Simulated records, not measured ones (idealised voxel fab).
Documented hereafter: the process module known as voxel lift off.
205 nm wide, 5 nm square cells: that's cross-section cut.
In what follows, cross-sections appear as grids of square cells, described through bands that run from the top down, where every band is one or more rows of cells.
In this notation a band is specified by the heights of its top and bottom, in that order and in nm, after which its materials appear from left to right, each paired with its width in nm. The word "everywhere" attached to a single material means that material fills the band from edge to edge; the word "air" stands for empty space.
Heads up on the height convention: 0 is the point under which the incoming wafer is all one material, and the lowest band has no bottom, it just keeps going down, like "0 and below".
When a width is written as two numbers, as in "30->40", the first number is the width in the top row of cells of the band and the second is the width in its bottom row, and the width changes by the same amount from each row to the next.
A step reported as "no change" is a step in which no cell of the cross-section changed.
If an empty space has no open way to the top and is at least 8 cells in size, "Encapsulated voids" lists it, written width x height at distance, where distance is measured from the left edge and every value is in nm.
Read whatever lies past the settings on a step's line as the simulator's own remark about the step.
overlay nm: mask offset rightward from planned place, masked step; negative means leftward offset.
## Here's what the planned process steps look like
1: RECEIVE | material Si
2: CONFORMAL_DEP | material SiN | thk nm 15
3: PATTERN | tone open | mask id LINES | material resist | width nm 15 | pitch nm 40 | thk nm 25 | overlay nm 0
4: DIRECTIONAL_DEP | material Ru | thk nm 15
5: STRIP | etch materials resist
6: CONFORMAL_DEP | material SiN | thk nm 10
## Cross-section of the wafer upon arrival, representing the state reached after step 1
- 0 and below: Si everywhere
- Encapsulated voids: none
## Run as planned - first of the two wafers cross-sectioned at the end of the module
- 40 down to 30: 45 nm air  35 nm SiN  5 nm air  35 nm SiN  5 nm air  35 nm SiN  45 nm air
- 30 down to 25: 45 nm air  10 nm SiN  15 nm Ru  10 nm SiN  5 nm air  10 nm SiN  15 nm Ru  10 nm SiN  5 nm air  10 nm SiN  15 nm Ru  10 nm SiN  45 nm air
- 25 down to 15: 55 nm SiN  15 nm Ru  25 nm SiN  15 nm Ru  25 nm SiN  15 nm Ru  55 nm SiN
- 15 down to 0: SiN everywhere
- 0 and below: Si everywhere
- Encapsulated voids: none
## Wafer two, sectioned after the module: the first wafer's start, the first wafer's plan, and one mistake in how it was run
- 40 down to 25: 45 nm air  35 nm Ru  5 nm air  35 nm Ru  5 nm air  35 nm Ru  45 nm air
- 25 down to 15: Ru everywhere
- 15 down to 0: SiN everywhere
- 0 and below: Si everywhere
- Encapsulated voids: none
Short version of what went wrong: step 6 ran with different settings than intended, the actual operation and settings being CONFORMAL_DEP | material Ru | thk nm 10
At the finish, the second wafer shows more or fewer cells for some materials than the first does: 118 more of Ru, 118 fewer of SiN
